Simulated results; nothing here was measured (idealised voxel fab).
The name of this process module is voxel air gaps.
Section shown: cut. Width: 300 nm. Cell size: 5 nm, square.
Square cells in a grid make up a cross-section in this document, and the grid is given as bands, listed from the top down, each one or more rows of cells.
Within each band entry, the heights of the top and of the bottom of the band appear first, in that order and in nm; the materials of the band then follow from left to right, each with its corresponding width in nm. The designation "everywhere" on a single material indicates that it fills the band from edge to edge; the designation "air" indicates empty space.
We count height from 0. Below that, the starting wafer is all one material. The lowest band never ends at the bottom but goes on down; see "0 down" for how that is written.
Width spec "30->40" -> top row of cells at first value, bottom row at second value, equal per-row change in between.
No cell of the cross-section changed in a step that is given as "all unchanged".
Any empty space of 8 cells or more lacking an open way to the top shows up in "Enclosed void list" as width x height at distance, distance from the left edge, in nm.
That trailing text on a step's line, after the settings, is the simulator's own remark on the step.
overlay nm: mask offset rightward from planned place, masked step; negative means leftward offset.

# Steps in the process plan
1,RECEIVE [material Si]
2,CONFORMAL_DEP [material SiO2] [thk nm 15]
3,CONFORMAL_DEP [material SiN] [thk nm 5]
4,DIRECTIONAL_DEP [material lowk] [thk nm 30]
5,MASKED_ETCH [tone open] [mask id LINES] [width nm 25] [pitch nm 55] [etch materials lowk] [depth nm 30] [overlay nm 0]
6,CONFORMAL_DEP [material TiN] [thk nm 5]
7,FILL_DEP [material Ru] [thk nm 5]
8,CMP [height nm 50]
9,EPI [material Ru] [thk nm 10]
10,SELECTIVE_ETCH [etch materials lowk] [depth nm 40]
11,CONFORMAL_DEP [material SiN] [thk nm 5]

# Step 1 complete: cross-section of the wafer as received
* 0 down  Si everywhere
* Enclosed void list: none

# As-planned run: cross-section of the first of two wafers at end of module
* 65 to 60  air: 65; SiN: 165; air: 70
* 60 to 50  air: 65; SiN: 5; Ru: 45; SiN: 10; Ru: 45; SiN: 10; Ru: 45; SiN: 5; air: 70
* 50 to 45  air: 65; SiN: 15; TiN: 5; Ru: 15; TiN: 5; SiN: 30; TiN: 5; Ru: 15; TiN: 5; SiN: 30; TiN: 5; Ru: 15; TiN: 5; SiN: 15; air: 70
* 45 to 25  air: 75; SiN: 5; TiN: 5; Ru: 15; TiN: 5; SiN: 5; air: 20; SiN: 5; TiN: 5; Ru: 15; TiN: 5; SiN: 5; air: 20; SiN: 5; TiN: 5; Ru: 15; TiN: 5; SiN: 5; air: 80
* 25 to 20  SiN: 80; TiN: 25; SiN: 30; TiN: 25; SiN: 30; TiN: 25; SiN: 85
* 20 to 15  SiN everywhere
* 15 to 0  SiO2 everywhere
* 0 down  Si everywhere
* Enclosed void list: 20 x 20 at 110; 20 x 20 at 165

# Module end: cross-section of wafer two of two. Same start and process plan as the first wafer. One mistake during execution
* 65 to 60  air: 65; SiN: 165; air: 70
* 60 to 50  air: 65; SiN: 5; Ru: 45; SiN: 10; Ru: 45; SiN: 10; Ru: 45; SiN: 5; air: 70
* 50 to 45  air: 65; SiN: 15; TiN: 5; SiO2: 15; TiN: 5; SiN: 30; TiN: 5; SiO2: 15; TiN: 5; SiN: 30; TiN: 5; SiO2: 15; TiN: 5; SiN: 15; air: 70
* 45 to 25  air: 75; SiN: 5; TiN: 5; SiO2: 15; TiN: 5; SiN: 5; air: 20; SiN: 5; TiN: 5; SiO2: 15; TiN: 5; SiN: 5; air: 20; SiN: 5; TiN: 5; SiO2: 15; TiN: 5; SiN: 5; air: 80
* 25 to 20  SiN: 80; TiN: 25; SiN: 30; TiN: 25; SiN: 30; TiN: 25; SiN: 85
* 20 to 15  SiN everywhere
* 15 to 0  SiO2 everywhere
* 0 down  Si everywhere
* Enclosed void list: 20 x 20 at 110; 20 x 20 at 165
Short version of what went wrong: step 7 was run on a setting that differed from the plan, and what really ran there is FILL_DEP [material SiO2] [thk nm 5]
Once processing is complete, comparing cell counts shows that the second wafer has more or fewer of certain materials than the first: Ru: 45 fewer; SiO2: 45 more
